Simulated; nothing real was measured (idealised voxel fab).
process module | voxel self aligned vias
cross-section cut | 285 nm wide | cells 5 nm
A cross-section is a grid of square cells, given in bands from the top down. A band is one or more rows of cells.
Each band's line starts with the height of the band's top and of its bottom, in nm. Then come its materials from left to right, each with its width in nm. One material with "throughout" fills the band from edge to edge. "air" is empty space.
Height 0 is the level under which the wafer as received is all one material. The lowest band goes on downwards, as in "0 down".
A width such as "30 to 40" changes by the same amount from each row of cells to the next, from the band's top row to its bottom row.
"no change" after a step means that no cell of the cross-section changed.
closed voids: empty space of 8 cells or more with no open way to the top, each as width x height at its distance from the left edge, in nm
after a step's settings: what the simulator itself notes on the step
overlay nm, on a step with a mask: how far to the right of its planned place the mask lay; to the left if negative
plan
1 op RECEIVE | material Si
2 op CONFORMAL_DEP | material SiO2 | thk nm 10
3 op CONFORMAL_DEP | material SiCN | thk nm 5
4 op DIRECTIONAL_DEP | material SiO2 | thk nm 25
5 op DIRECTIONAL_DEP | material aC | thk nm 10
6 op PATTERN | tone open | mask id LINES | material resist | width nm 30 | pitch nm 75 | thk nm 30 | overlay nm 0
7 op DIRECTIONAL_ETCH | etch materials aC | depth nm 10
8 op STRIP | etch materials resist
9 op DIRECTIONAL_ETCH | etch materials SiO2 | depth nm 25
10 op STRIP | etch materials aC
11 op CONFORMAL_DEP | material TiN | thk nm 5
12 op FILL_DEP | material Ru | thk nm 10
13 op CMP | height nm 40
14 op SELECTIVE_ETCH | etch materials W Ru TiN | depth nm 10
15 op FILL_DEP | material SiN | thk nm 10
16 op CMP | height nm 40
17 op DIRECTIONAL_DEP | material SiO2 | thk nm 15
18 op PATTERN | tone open | mask id VIAS | material resist | width nm 50 | thk nm 15 | overlay nm 0
19 op DIRECTIONAL_ETCH | etch materials SiO2 | depth nm 15
20 op DIRECTIONAL_ETCH | etch materials SiN | depth nm 10
21 op STRIP | etch materials resist
22 op CONFORMAL_DEP | material TiN | thk nm 5
23 op FILL_DEP | material Ru | thk nm 10
24 op CMP | height nm 55
25 op CONFORMAL_DEP | material SiCN | thk nm 5
as received, after step 1
  0 down: Si throughout
  closed voids: none
first wafer at the end, as planned
  60 to 55: SiCN throughout
  55 to 45: SiO2 80 | TiN 5 | Ru 40 | TiN 5 | SiO2 155
  45 to 40: SiO2 80 | TiN 15 | Ru 20 | TiN 15 | SiO2 155
  40 to 35: SiO2 90 | TiN 5 | Ru 20 | TiN 5 | SiO2 45 | SiN 30 | SiO2 90
  35 to 30: SiO2 90 | TiN 30 | SiO2 45 | SiN 30 | SiO2 90
  30 to 20: SiO2 90 | TiN 5 | Ru 20 | TiN 5 | SiO2 45 | TiN 5 | Ru 20 | TiN 5 | SiO2 90
  20 to 15: SiO2 90 | TiN 30 | SiO2 45 | TiN 30 | SiO2 90
  15 to 10: SiCN throughout
  10 to 0: SiO2 throughout
  0 down: Si throughout
  closed voids: none
second wafer at the end: like start, like plan, one mistake
  60 to 55: SiCN throughout
  55 to 45: Ru throughout
  45 to 40: TiN 95 | Ru 20 | TiN 55 | Ru 20 | TiN 95
  40 to 35: SiO2 90 | TiN 5 | Ru 20 | TiN 5 | SiO2 45 | TiN 5 | Ru 20 | TiN 5 | SiO2 90
  35 to 30: SiO2 90 | TiN 30 | SiO2 45 | TiN 30 | SiO2 90
  30 to 20: SiO2 90 | TiN 5 | Ru 20 | TiN 5 | SiO2 45 | TiN 5 | Ru 20 | TiN 5 | SiO2 90
  20 to 15: SiO2 90 | TiN 30 | SiO2 45 | TiN 30 | SiO2 90
  15 to 10: SiCN throughout
  10 to 0: SiO2 throughout
  0 down: Si throughout
  closed voids: none
what went wrong: step 18 was left out
at the end the second wafer has, in cells: 106 more of Ru | 12 fewer of SiN | 141 fewer of SiO2 | 47 more of TiN
